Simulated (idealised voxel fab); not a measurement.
Process module, titled voxel gate over fins
Cross-section cut: width 240 nm, square cells of 5 nm.
Cross-section layout: square cells on a grid; listed as bands, top to bottom; a band spans one or more cell rows. The band entry comprises the height of the band's top followed by the height of its bottom, expressed in nm, and subsequently the band's materials from left to right, each stated together with its width in nm. Where a single material is marked with the word "edge to edge", that material fills the band from edge to edge. The word "blank" represents empty space. For the purposes of this specification, 0 denotes the height below which the wafer in its as-received condition is composed wholly of one material, and the lowermost band, lacking a lower limit, extends downward without end, as expressed in "0 -> down". The notation "30..40" denotes a width that varies across the rows of cells in the band, beginning at the first number in the top row, finishing at the second number in the bottom row, and changing by an identical amount from each row to the next. "remains unaltered" means the step left every cell of the cross-section as it was. Listed in "Enclosed void inventory": every empty space of 8 or more cells without an open way to the top. Form: width x height at distance, the distance being from the left edge, all in nm. Step line, after settings: the simulator's comment on this step. A step's line can hold "overlay nm"; with a mask on that step, the setting says how far right of the planned place the mask lay, while a negative setting says it lay to the left.
-- These are the steps we planned for the process
1: RECEIVE [material Si]
2: CONFORMAL_DEP [material SiN] [thk nm 10]
3: PATTERN [tone cover] [mask id FINS] [material resist] [width nm 15] [pitch nm 60] [thk nm 20] [overlay nm 0]
4: DIRECTIONAL_ETCH [etch materials SiN] [depth nm 10]
5: DIRECTIONAL_ETCH [etch materials Si] [depth nm 40]
6: STRIP [etch materials resist]
7: OXIDIZE [depth nm 5]
8: FILL_DEP [material SiO2] [thk nm 15]
9: CMP [height nm 10]
10: PATTERN [tone open] [mask id RAIL] [material resist] [width nm 15] [thk nm 15] [overlay nm 0]
11: DIRECTIONAL_ETCH [etch materials SiO2] [depth nm 45]
12: STRIP [etch materials resist]
13: CONFORMAL_DEP [material TiN] [thk nm 5]
14: FILL_DEP [material Ru] [thk nm 10]
15: CMP [height nm 10]
16: SELECTIVE_ETCH [etch materials W Ru TiN] [depth nm 30]
17: FILL_DEP [material SiO2] [thk nm 5]
18: CMP [height nm 10]
19: SELECTIVE_ETCH [etch materials SiO2] [depth nm 20]
20: STRIP [etch materials SiN]
21: CONFORMAL_DEP [material HfO2] [thk nm 5]
22: CONFORMAL_DEP [material TiN] [thk nm 5]
23: CONFORMAL_DEP [material TiAl] [thk nm 5]
24: CONFORMAL_DEP [material TiN] [thk nm 5]
25: FILL_DEP [material W] [thk nm 15]
26: CMP [height nm 30]
27: CONFORMAL_DEP [material SiN] [thk nm 5]
-- Delivered wafer in cross-section: state after step 1
    0 -> down = Si edge to edge
    Enclosed void inventory: none
-- Module complete, cross-section. Starting point and plan per above. One mistake made in running the module
    35 -> 30 = SiN edge to edge
    30 -> 15 = W edge to edge
    15 -> 10 = W 40; TiN 35; W 25; TiN 35; W 25; TiN 35; W 45
    10 -> 5 = W 40; TiN 5; TiAl 25; TiN 5; W 25; TiN 5; TiAl 25; TiN 5; W 25; TiN 5; TiAl 25; TiN 5; W 45
    5 -> 0 = TiN 45; TiAl 5; HfO2 15; TiAl 5; TiN 35; TiAl 5; HfO2 15; TiAl 5; TiN 35; TiAl 5; HfO2 15; TiAl 5; TiN 50
    0 -> -5 = TiAl 50; HfO2 5; Si 5; HfO2 5; TiAl 45; HfO2 5; Si 5; HfO2 5; TiAl 45; HfO2 5; Si 5; HfO2 5; TiAl 55
    -5 -> -10 = HfO2 55; Si 5; HfO2 55; Si 5; HfO2 55; Si 5; HfO2 60
    -10 -> -20 = SiO2 55; Si 5; SiO2 55; Si 5; SiO2 55; Si 5; SiO2 60
    -20 -> -30 = SiO2 55; Si 5; SiO2 20; TiN 5; Ru 5; TiN 5; SiO2 20; Si 5; SiO2 55; Si 5; SiO2 60
    -30 -> -35 = SiO2 55; Si 5; SiO2 20; TiN 15; SiO2 20; Si 5; SiO2 55; Si 5; SiO2 60
    -35 -> -45 = SiO2 55; Si 5; SiO2 55; Si 5; SiO2 55; Si 5; SiO2 60
    -45 -> down = Si edge to edge
    Enclosed void inventory: none
Here's what went sideways: step 22 in the plan did not get run; it was skipped
